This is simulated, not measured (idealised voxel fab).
Proc. module: voxel ribs on slabs
It is cross-section cut that appears here, measuring 290 nm in width, its square cells being 5 nm in size.
In what follows, cross-sections appear as grids of square cells, described through bands that run from the top down, where every band is one or more rows of cells. Quick guide to a band line: top height, bottom height (nm) up front; then every material left to right with its width in nm. Only one material and it's marked "throughout"? Then it fills the band edge to edge. And "blank" just means empty space. Ref level 0: as-received wafer is one material below here. Bottom band extends down with no lower bound ("top 0, no bottom"). It should be noted that a width expressed as "30..40" varies in equal increments from row to row of cells within the band, taking the value of the first number at the top row and that of the second number at the bottom row. The cross-section has no changed cell in any step marked "no modifications". So "Internal closed voids" is basically the list of trapped voids: any empty space of 8 cells or more that can't reach the top through an opening. They're written width x height at distance, the distance being from the left edge, and it's all nm. Step line, after settings: the simulator's comment on this step. overlay nm: on a step with a mask, how far right of its planned place the mask lay; negative means left.
The following list gives the planned process steps
1) RECEIVE [material Si]
2) DIRECTIONAL_DEP [material SiO2] [thk nm 20]
3) DIRECTIONAL_DEP [material polySi] [thk nm 25]
4) DIRECTIONAL_DEP [material aC] [thk nm 10]
5) PATTERN [tone cover] [mask id RIB] [material resist] [width nm 20] [thk nm 25] [overlay nm 0]
6) DIRECTIONAL_ETCH [etch materials aC] [depth nm 10]
7) STRIP [etch materials resist]
8) DIRECTIONAL_ETCH [etch materials polySi] [depth nm 5]
9) STRIP [etch materials aC]
10) PATTERN [tone cover] [mask id SLAB] [material resist] [width nm 70] [thk nm 15] [overlay nm 0]
11) DIRECTIONAL_ETCH [etch materials polySi] [depth nm 20]
12) STRIP [etch materials resist]
13) FILL_DEP [material SiO2] [thk nm 30]
14) CMP [height nm 65]
15) DIRECTIONAL_DEP [material W] [thk nm 5]
16) MASKED_ETCH [tone cover] [mask id HEATER] [width nm 30] [etch materials W] [depth nm 5] [overlay nm 0]
17) CONFORMAL_DEP [material SiO2] [thk nm 5]
Wafer at receipt (post step 1), cross-section
  top 0, no bottom = Si throughout
  Internal closed voids: none
first wafer at the end, as planned
  top 75, bottom 70 = 125 blank  40 SiO2  125 blank
  top 70, bottom 65 = 130 SiO2  30 W  130 SiO2
  top 65, bottom 45 = SiO2 throughout
  top 45, bottom 40 = 135 SiO2  20 polySi  135 SiO2
  top 40, bottom 20 = 110 SiO2  70 polySi  110 SiO2
  top 20, bottom 0 = SiO2 throughout
  top 0, no bottom = Si throughout
  Internal closed voids: none
Cross-section at end of module for the second wafer of two, which matched the first in starting point and plan and differed by one mistake in its processing
  top 75, bottom 70 = 130 blank  30 SiO2  130 blank
  top 70, bottom 65 = 135 SiO2  20 W  135 SiO2
  top 65, bottom 45 = SiO2 throughout
  top 45, bottom 40 = 135 SiO2  20 polySi  135 SiO2
  top 40, bottom 20 = 110 SiO2  70 polySi  110 SiO2
  top 20, bottom 0 = SiO2 throughout
  top 0, no bottom = Si throughout
  Internal closed voids: none
Deviation from plan: not per plan at step 16, really ran MASKED_ETCH [tone cover] [mask id HEATER] [width nm 20] [etch materials W] [depth nm 5] [overlay nm 0]
The closing comparison, in cells, has the second wafer with more or fewer of some materials than the first: 2 fewer of W
